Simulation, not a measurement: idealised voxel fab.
The following is a process module called voxel released beams.
Cross-section cut: width 275 nm, square cells of 5 nm.
Heads up, the way a cross-section reads in here is a grid of square cells, handed over as bands from the top down, with every band being one or more rows of cells.
Band: top height; bottom height; in nm. Then, left to right: material with width in nm, for each material. "edge to edge": a single material spanning edge to edge. "blank": empty space.
Zero point of the height axis is 0; under it, received wafer = one material. Lowest band: continues down indefinitely, "z 0 and below".
So if you see something like "30->40" for the width, read it as the top row of the band sitting at the first number and the bottom row at the second, with every row in between moving by the same amount as the last.
Step note "no modifications" = no cross-section cell changed.
Entry "closed voids" = empty spaces >= 8 cells with no open way to the top; each as width x height at distance, distance from left edge, all nm.
Past the settings on a step's line: simulator remark, on that step.
The optional step-line setting "overlay nm" applies to steps with a mask and quantifies how far to the right of its planned location the mask lay, a negative value indicating leftward placement.
### Process steps - plan
| 1 | RECEIVE | material Si |
| 2 | CONFORMAL_DEP | material Al2O3 | thk nm 5 |
| 3 | DIRECTIONAL_DEP | material SiO2 | thk nm 20 |
| 4 | MASKED_ETCH | tone open | mask id ANCHOR | width nm 25 | etch materials SiO2 | depth nm 20 | overlay nm 0 |
| 5 | CONFORMAL_DEP | material SiN | thk nm 10 |
| 6 | DIRECTIONAL_DEP | material aC | thk nm 10 |
| 7 | PATTERN | tone cover | mask id BEAM | material resist | width nm 75 | thk nm 25 | overlay nm 0 |
| 8 | DIRECTIONAL_ETCH | etch materials aC | depth nm 10 |
| 9 | STRIP | etch materials resist |
| 10 | DIRECTIONAL_ETCH | etch materials SiN | depth nm 10 |
| 11 | STRIP | etch materials aC |
| 12 | STRIP | etch materials SiO2 |
Variable across wafers: step 2 thk nm (plan value is that of the first wafer; starting state common to all).
### The as-received cross-section of the first of several wafers corresponds to the state after step 1
    z 0 and below = Si edge to edge
    closed voids: none
### The figure below presents a cross-section of the first of several wafers at the conclusion of the module, following its last step, step 12
    z 35 to 25 = blank 95; SiN 15; blank 5; SiN 55; blank 105
    z 25 to 15 = blank 100; SiN 10; blank 5; SiN 10; blank 150
    z 15 to 5 = blank 100; SiN 25; blank 150
    z 5 to 0 = Al2O3 edge to edge
    z 0 and below = Si edge to edge
    closed voids: none
### Cross-sectional depiction of the last of several wafers upon completion of the module
    z 50 to 40 = blank 95; SiN 15; blank 5; SiN 55; blank 105
    z 40 to 30 = blank 100; SiN 10; blank 5; SiN 10; blank 150
    z 30 to 20 = blank 100; SiN 25; blank 150
    z 20 to 0 = Al2O3 edge to edge
    z 0 and below = Si edge to edge
    closed voids: none
### Each row below is a wafer at the end of the module, listing for every material the number of cells it has gained (+) or lost (-) since it was received, followed by its closed voids
thk nm 5, +55 Al2O3, +46 SiN, closed voids: none
thk nm 10, +110 Al2O3, +46 SiN, closed voids: none
thk nm 15, +165 Al2O3, +46 SiN, closed voids: none
thk nm 20, +220 Al2O3, +46 SiN, closed voids: none
